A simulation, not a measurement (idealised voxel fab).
Presented below is a process module, voxel wiring stack.
Square cells of 5 nm make up the cross-section cut, whose width is 260 nm.
When this document writes out a cross-section, it uses a grid of square cells and lists it as bands, beginning at the top and moving down, with a band standing for one or more rows of cells.
What a band's entry tells you: where the top is and where the bottom is, as heights in nm, and after that what lies inside, material by material from left to right, each with its width in nm. Empty space is written as the word "air", and a single material marked with the word "full width" occupies the band from edge to edge.
Counting heights begins at 0, where everything beneath is, in the wafer as received, one material. The lowest band has no bottom; it goes on downwards, as "0 nm and below" shows.
Width spec "30 to 40" -> top row of cells at first value, bottom row at second value, equal per-row change in between.
What does "no alteration" mean for a step? It means no cell of the cross-section changed in that step.
In "Sealed void list" the enclosed voids are listed, meaning empty spaces of 8 cells or larger without any opening to the top. The form is width x height at distance, distance from the left edge, units nm.
Anything after a step's settings on that line? It's the simulator's own note about the step.
overlay nm: right-of-plan distance of the mask on a masked step; negative values mean left-of-plan.

Below is the list of planned process steps:
- 1: RECEIVE, material Si
- 2: CONFORMAL_DEP, material SiO2, thk nm 15
- 3: DIRECTIONAL_DEP, material TiN, thk nm 5
- 4: DIRECTIONAL_DEP, material W, thk nm 15
- 5: DIRECTIONAL_DEP, material aC, thk nm 10
- 6: PATTERN, tone cover, mask id METAL_1, material resist, width nm 20, pitch nm 50, thk nm 25, overlay nm 0
- 7: DIRECTIONAL_ETCH, etch materials aC, depth nm 10
- 8: STRIP, etch materials resist
- 9: DIRECTIONAL_ETCH, etch materials W, depth nm 15
- 10: DIRECTIONAL_ETCH, etch materials TiN, depth nm 5
- 11: STRIP, etch materials aC
- 12: FILL_DEP, material SiO2, thk nm 5
- 13: CMP, height nm 35
- 14: CONFORMAL_DEP, material SiCN, thk nm 5
- 15: DIRECTIONAL_DEP, material SiO2, thk nm 20
- 16: PATTERN, tone open, mask id PLUG_1, material resist, width nm 15, pitch nm 50, thk nm 15, overlay nm 0
- 17: DIRECTIONAL_ETCH, etch materials SiO2, depth nm 20
- 18: DIRECTIONAL_ETCH, etch materials SiCN, depth nm 5
- 19: STRIP, etch materials resist
- 20: CONFORMAL_DEP, material TiN, thk nm 5
- 21: FILL_DEP, material Cu, thk nm 10
- 22: CMP, height nm 60
- 23: CONFORMAL_DEP, material SiN, thk nm 5
- 24: DIRECTIONAL_DEP, material lowk, thk nm 25
- 25: DIRECTIONAL_DEP, material aC, thk nm 15
- 26: PATTERN, tone open, mask id METAL_2, material resist, width nm 20, pitch nm 50, thk nm 35, overlay nm 0
- 27: DIRECTIONAL_ETCH, etch materials aC, depth nm 15
- 28: STRIP, etch materials resist
- 29: DIRECTIONAL_ETCH, etch materials lowk, depth nm 25
- 30: DIRECTIONAL_ETCH, etch materials SiN, depth nm 5
- 31: STRIP, etch materials aC
- 32: CONFORMAL_DEP, material TiN, thk nm 5
- 33: FILL_DEP, material W, thk nm 10
- 34: CMP, height nm 90
- 35: EPI, material Ru, thk nm 5
- 36: FILL_DEP, material SiCN, thk nm 5
- 37: DIRECTIONAL_DEP, material lowk, thk nm 35
- 38: DIRECTIONAL_DEP, material aC, thk nm 15
- 39: PATTERN, tone open, mask id METAL_3, material resist, width nm 20, pitch nm 50, thk nm 35, overlay nm 0
- 40: DIRECTIONAL_ETCH, etch materials aC, depth nm 15
- 41: STRIP, etch materials resist
- 42: DIRECTIONAL_ETCH, etch materials lowk, depth nm 20
- 43: STRIP, etch materials aC
- 44: DIRECTIONAL_DEP, material aC, thk nm 10
- 45: PATTERN, tone open, mask id METAL_3_HOLES, material resist, width nm 15, pitch nm 50, thk nm 30, overlay nm 0
- 46: DIRECTIONAL_ETCH, etch materials aC, depth nm 10
- 47: STRIP, etch materials resist
- 48: DIRECTIONAL_ETCH, etch materials lowk, depth nm 15
- 49: DIRECTIONAL_ETCH, etch materials SiCN, depth nm 5
- 50: STRIP, etch materials aC
- 51: CONFORMAL_DEP, material TiN, thk nm 5
- 52: FILL_DEP, material Ru, thk nm 10
- 53: CMP, height nm 135
- 54: CONFORMAL_DEP, material SiCN, thk nm 5
- 55: DIRECTIONAL_DEP, material lowk, thk nm 25
- 56: PATTERN, tone open, mask id METAL_4, material resist, width nm 20, pitch nm 50, thk nm 20, overlay nm 0
- 57: DIRECTIONAL_ETCH, etch materials lowk, depth nm 15
- 58: STRIP, etch materials resist
- 59: MASKED_ETCH, tone open, mask id METAL_4_HOLES, width nm 15, pitch nm 50, etch materials lowk, depth nm 10, overlay nm 0
- 60: MASKED_ETCH, tone open, mask id METAL_4_HOLES, width nm 15, pitch nm 50, etch materials SiCN, depth nm 5, overlay nm 0
- 61: CONFORMAL_DEP, material TiN, thk nm 5
- 62: FILL_DEP, material Cu, thk nm 10
- 63: CMP, height nm 165
- 64: CONFORMAL_DEP, material SiN, thk nm 5

Wafer cross-section on receipt, i.e. after step 1:
0 nm and below = Si full width
Sealed void list: none

Post-module cross-section of the first of two wafers (run per plan):
170 nm to 165 nm = SiN full width
165 nm to 155 nm = lowk (70); TiN (5); Cu (10); TiN (5); lowk (30); TiN (5); Cu (10); TiN (5); lowk (30); TiN (5); Cu (10); TiN (5); lowk (70)
155 nm to 150 nm = lowk (70); TiN (5); Cu (5); TiN (10); lowk (30); TiN (5); Cu (5); TiN (10); lowk (30); TiN (5); Cu (5); TiN (10); lowk (70)
150 nm to 140 nm = lowk (70); TiN (5); Cu (5); TiN (5); lowk (35); TiN (5); Cu (5); TiN (5); lowk (35); TiN (5); Cu (5); TiN (5); lowk (75)
140 nm to 135 nm = SiCN (70); TiN (15); SiCN (35); TiN (15); SiCN (35); TiN (15); SiCN (75)
135 nm to 120 nm = lowk (70); TiN (5); Ru (10); TiN (5); lowk (30); TiN (5); Ru (10); TiN (5); lowk (30); TiN (5); Ru (10); TiN (5); lowk (70)
120 nm to 115 nm = lowk (70); TiN (5); Ru (5); TiN (10); lowk (30); TiN (5); Ru (5); TiN (10); lowk (30); TiN (5); Ru (5); TiN (10); lowk (70)
115 nm to 100 nm = lowk (70); TiN (5); Ru (5); TiN (5); lowk (35); TiN (5); Ru (5); TiN (5); lowk (35); TiN (5); Ru (5); TiN (5); lowk (75)
100 nm to 95 nm = SiCN (70); TiN (15); SiCN (35); TiN (15); SiCN (35); TiN (15); SiCN (75)
95 nm to 90 nm = SiCN (65); Ru (30); SiCN (20); Ru (30); SiCN (20); Ru (30); SiCN (65)
90 nm to 65 nm = lowk (70); TiN (5); W (10); TiN (5); lowk (30); TiN (5); W (10); TiN (5); lowk (30); TiN (5); W (10); TiN (5); lowk (70)
65 nm to 60 nm = SiN (70); TiN (20); SiN (30); TiN (20); SiN (30); TiN (20); SiN (70)
60 nm to 40 nm = SiO2 (70); TiN (5); Cu (5); TiN (5); SiO2 (35); TiN (5); Cu (5); TiN (5); SiO2 (35); TiN (5); Cu (5); TiN (5); SiO2 (75)
40 nm to 35 nm = SiCN (70); TiN (15); SiCN (35); TiN (15); SiCN (35); TiN (15); SiCN (75)
35 nm to 20 nm = SiO2 (70); W (20); SiO2 (30); W (20); SiO2 (30); W (20); SiO2 (70)
20 nm to 15 nm = SiO2 (70); TiN (20); SiO2 (30); TiN (20); SiO2 (30); TiN (20); SiO2 (70)
15 nm to 0 nm = SiO2 full width
0 nm and below = Si full width
Sealed void list: none

Here's the second of our two wafers sectioned at module end. Same start as the first, same plan, but one mistake got made running it:
170 nm to 165 nm = SiN full width
165 nm to 155 nm = lowk (70); TiN (5); Cu (10); TiN (5); lowk (30); TiN (5); Cu (10); TiN (5); lowk (30); TiN (5); Cu (10); TiN (5); lowk (70)
155 nm to 150 nm = lowk (70); TiN (5); Cu (5); TiN (10); lowk (30); TiN (5); Cu (5); TiN (10); lowk (30); TiN (5); Cu (5); TiN (10); lowk (70)
150 nm to 140 nm = lowk (70); TiN (5); Cu (5); TiN (5); lowk (35); TiN (5); Cu (5); TiN (5); lowk (35); TiN (5); Cu (5); TiN (5); lowk (75)
140 nm to 135 nm = SiCN (70); TiN (15); SiCN (35); TiN (15); SiCN (35); TiN (15); SiCN (75)
135 nm to 120 nm = lowk (70); TiN (5); Ru (10); TiN (5); lowk (30); TiN (5); Ru (10); TiN (5); lowk (30); TiN (5); Ru (10); TiN (5); lowk (70)
120 nm to 115 nm = lowk (70); TiN (5); Ru (5); TiN (10); lowk (30); TiN (5); Ru (5); TiN (10); lowk (30); TiN (5); Ru (5); TiN (10); lowk (70)
115 nm to 100 nm = lowk (70); TiN (5); Ru (5); TiN (5); lowk (35); TiN (5); Ru (5); TiN (5); lowk (35); TiN (5); Ru (5); TiN (5); lowk (75)
100 nm to 95 nm = SiCN (70); TiN (15); SiCN (35); TiN (15); SiCN (35); TiN (15); SiCN (75)
95 nm to 90 nm = SiCN (60); Ru (30); SiCN (20); Ru (30); SiCN (20); Ru (30); SiCN (70)
90 nm to 65 nm = lowk (65); TiN (5); W (10); TiN (5); lowk (30); TiN (5); W (10); TiN (5); lowk (30); TiN (5); W (10); TiN (5); lowk (75)
65 nm to 60 nm = SiN (65); TiN (20); SiN (30); TiN (20); SiN (30); TiN (20); SiN (75)
60 nm to 40 nm = SiO2 (70); TiN (5); Cu (5); TiN (5); SiO2 (35); TiN (5); Cu (5); TiN (5); SiO2 (35); TiN (5); Cu (5); TiN (5); SiO2 (75)
40 nm to 35 nm = SiCN (70); TiN (15); SiCN (35); TiN (15); SiCN (35); TiN (15); SiCN (75)
35 nm to 20 nm = SiO2 (70); W (20); SiO2 (30); W (20); SiO2 (30); W (20); SiO2 (70)
20 nm to 15 nm = SiO2 (70); TiN (20); SiO2 (30); TiN (20); SiO2 (30); TiN (20); SiO2 (70)
15 nm to 0 nm = SiO2 full width
0 nm and below = Si full width
Sealed void list: none
Deviation noted in wafer processing: it should be noted that step 26 was executed with settings other than those planned, the operation and settings actually applied being PATTERN, tone open, mask id METAL_2, material resist, width nm 20, pitch nm 50, thk nm 35, overlay nm -5
Comparing end states, the material composition by cell count is preserved from the first wafer to the second, while the locations of the cells are not.
